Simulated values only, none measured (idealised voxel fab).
The following process module bears the name voxel air gaps.
The figure presents cross-section cut, which has a width of 245 nm and is divided into square cells with an edge length of 5 nm.
The cross-sections in this document take the form of a grid made of square cells. They are written out as bands, in order from top to bottom. Each band consists of one or more rows of cells.
Read a band's entry like this: the first values are the height of its top and the height of its bottom in nm, and what follows is the sequence of materials from left to right, each with its width in nm. Note that "empty" is empty space, and that a single material marked "throughout" reaches across the band from edge to edge.
Heights are expressed relative to 0, this being the level below which the as-received wafer comprises one material exclusively. The lowest band is unbounded in the downward direction and is denoted as in "top 0, no bottom".
You'd read "30..40" like this: the band's top row of cells is as wide as the first number, its bottom row is as wide as the second, and going down, every row changes width by the same amount as the row before did.
You'll sometimes find "stayed the same" written for a step, and that's the way of saying that nowhere in the cross-section did a cell change during that step.
Empty spaces without an open route to the top, at least 8 cells in extent, make up the entry "Closed voids list"; each is given as width x height at distance, where the distance is measured from the left edge, and all are in nm.
Text after the settings on a step's line: the simulator's own remark on that step.
overlay nm: how far to the right of its planned place the mask lay on this masked step (negative: to the left).

### The following list gives the planned process steps
step 1: RECEIVE (material Si)
step 2: CONFORMAL_DEP (material SiO2; thk nm 10)
step 3: CONFORMAL_DEP (material SiN; thk nm 5)
step 4: DIRECTIONAL_DEP (material SiO2; thk nm 35)
step 5: PATTERN (tone open; mask id LINES; material resist; width nm 20; pitch nm 50; thk nm 20; overlay nm 0)
step 6: DIRECTIONAL_ETCH (etch materials SiO2; depth nm 35)
step 7: STRIP (etch materials resist)
step 8: CONFORMAL_DEP (material TiN; thk nm 5)
step 9: FILL_DEP (material W; thk nm 10)
step 10: CMP (height nm 50)
step 11: EPI (material Ru; thk nm 10)
step 12: SELECTIVE_ETCH (etch materials SiO2; depth nm 45)
step 13: CONFORMAL_DEP (material SiN; thk nm 5)

### Wafer at receipt (post step 1), cross-section
	top 0, no bottom: Si throughout
	Closed voids list: none

### Starting structure and process plan are as shown above, but one mistake was made in running the module; the wafer cross-section at the end of the module follows
	top 65, bottom 60: 45 of empty / 150 of SiO2 / 50 of empty
	top 60, bottom 50: 45 of empty / 5 of SiO2 / 40 of Ru / 10 of SiO2 / 40 of Ru / 10 of SiO2 / 40 of Ru / 5 of SiO2 / 50 of empty
	top 50, bottom 45: 45 of empty / 15 of SiO2 / 5 of TiN / 10 of W / 5 of TiN / 30 of SiO2 / 5 of TiN / 10 of W / 5 of TiN / 30 of SiO2 / 5 of TiN / 10 of W / 5 of TiN / 15 of SiO2 / 50 of empty
	top 45, bottom 20: 55 of empty / 5 of SiO2 / 5 of TiN / 10 of W / 5 of TiN / 5 of SiO2 / 20 of empty / 5 of SiO2 / 5 of TiN / 10 of W / 5 of TiN / 5 of SiO2 / 20 of empty / 5 of SiO2 / 5 of TiN / 10 of W / 5 of TiN / 5 of SiO2 / 60 of empty
	top 20, bottom 15: 60 of SiO2 / 20 of TiN / 30 of SiO2 / 20 of TiN / 30 of SiO2 / 20 of TiN / 65 of SiO2
	top 15, bottom 10: SiN throughout
	top 10, bottom 0: SiO2 throughout
	top 0, no bottom: Si throughout
	Closed voids list: 20 x 25 at 85; 20 x 25 at 135
Deviation from plan: step 13 ran as: CONFORMAL_DEP (material SiO2; thk nm 5)
